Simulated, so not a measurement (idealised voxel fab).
The name of this process module is voxel wiring stack.
Section cut is 270 nm wide and gridded with 5 nm square cells.
Cross-section, as written here: a square-cell grid given band by band from the top down, where a band holds one or more rows of cells. For a band, the entry starts with two heights in nm, that of the top and then that of the bottom, and carries on with the band's materials in order from left to right, each alongside its width in nm; the word "edge to edge" beside a single material means it fills the band edge to edge, and "air" means empty space. Note: height 0 marks the level under which the wafer is uniformly one material as received. Lowest band unbounded below, written "z 0 and below". You'd read "30->40" like this: the band's top row of cells is as wide as the first number, its bottom row is as wide as the second, and going down, every row changes width by the same amount as the row before did. It should be understood that the words "no change occurred", when stated for a given step, signify that the cross-section underwent no change in any of its cells during that step. Closed empty spaces (no open way to the top) of 8 cells or more are what "Unvented internal voids" lists, each as width x height at distance from the left edge, nm for all three. The remark found on a step's line after its settings is issued by the simulator itself and pertains to that step. overlay nm: right-of-plan distance of the mask on a masked step; negative values mean left-of-plan.

Listed below are the process steps as planned
| 1 | RECEIVE | material Si |
| 2 | CONFORMAL_DEP | material SiO2 | thk nm 15 |
| 3 | CONFORMAL_DEP | material SiN | thk nm 5 |
| 4 | DIRECTIONAL_DEP | material SiO2 | thk nm 20 |
| 5 | DIRECTIONAL_DEP | material aC | thk nm 10 |
| 6 | PATTERN | tone open | mask id METAL_1 | material resist | width nm 30 | pitch nm 55 | thk nm 30 | overlay nm 0 |
| 7 | DIRECTIONAL_ETCH | etch materials aC | depth nm 10 |
| 8 | STRIP | etch materials resist |
| 9 | DIRECTIONAL_ETCH | etch materials SiO2 | depth nm 20 |
| 10 | DIRECTIONAL_ETCH | etch materials SiN | depth nm 5 |
| 11 | STRIP | etch materials aC |
| 12 | CONFORMAL_DEP | material TiN | thk nm 5 |
| 13 | FILL_DEP | material Cu | thk nm 10 |
| 14 | CMP | height nm 40 |
| 15 | CONFORMAL_DEP | material SiCN | thk nm 5 |
| 16 | DIRECTIONAL_DEP | material lowk | thk nm 25 |
| 17 | PATTERN | tone open | mask id METAL_2 | material resist | width nm 30 | pitch nm 55 | thk nm 15 | overlay nm 0 |
| 18 | DIRECTIONAL_ETCH | etch materials lowk | depth nm 15 |
| 19 | STRIP | etch materials resist |
| 20 | PATTERN | tone open | mask id METAL_2_HOLES | material resist | width nm 15 | pitch nm 110 | thk nm 15 | overlay nm 0 |
| 21 | DIRECTIONAL_ETCH | etch materials lowk | depth nm 10 |
| 22 | DIRECTIONAL_ETCH | etch materials SiCN | depth nm 5 |
| 23 | STRIP | etch materials resist |
| 24 | CONFORMAL_DEP | material TiN | thk nm 5 |
| 25 | FILL_DEP | material Ru | thk nm 10 |
| 26 | CMP | height nm 70 |
| 27 | CONFORMAL_DEP | material SiN | thk nm 5 |
It is noted that the wafers described herein are identical at the outset and are distinguished by the width nm of step 20; the value stated in the plan corresponds to the first wafer.

This is how the first of several wafers looked in cross-section when it arrived, which is after step 1
	z 0 and below: Si edge to edge
	Unvented internal voids: none

Where each wafer stands at the end of the module, a row apiece: cells of each material gained (+) or lost (-) since it was received, then closed voids
width nm 15; +48 Cu; +30 Ru; +48 SiCN; +90 SiN; +306 SiO2; +84 TiN; +204 lowk; Unvented internal voids: none
width nm 20; +48 Cu; +36 Ru; +46 SiCN; +90 SiN; +306 SiO2; +84 TiN; +200 lowk; Unvented internal voids: none
width nm 25; +48 Cu; +38 Ru; +46 SiCN; +90 SiN; +306 SiO2; +86 TiN; +196 lowk; Unvented internal voids: none
width nm 30; +48 Cu; +44 Ru; +44 SiCN; +90 SiN; +306 SiO2; +86 TiN; +192 lowk; Unvented internal voids: none
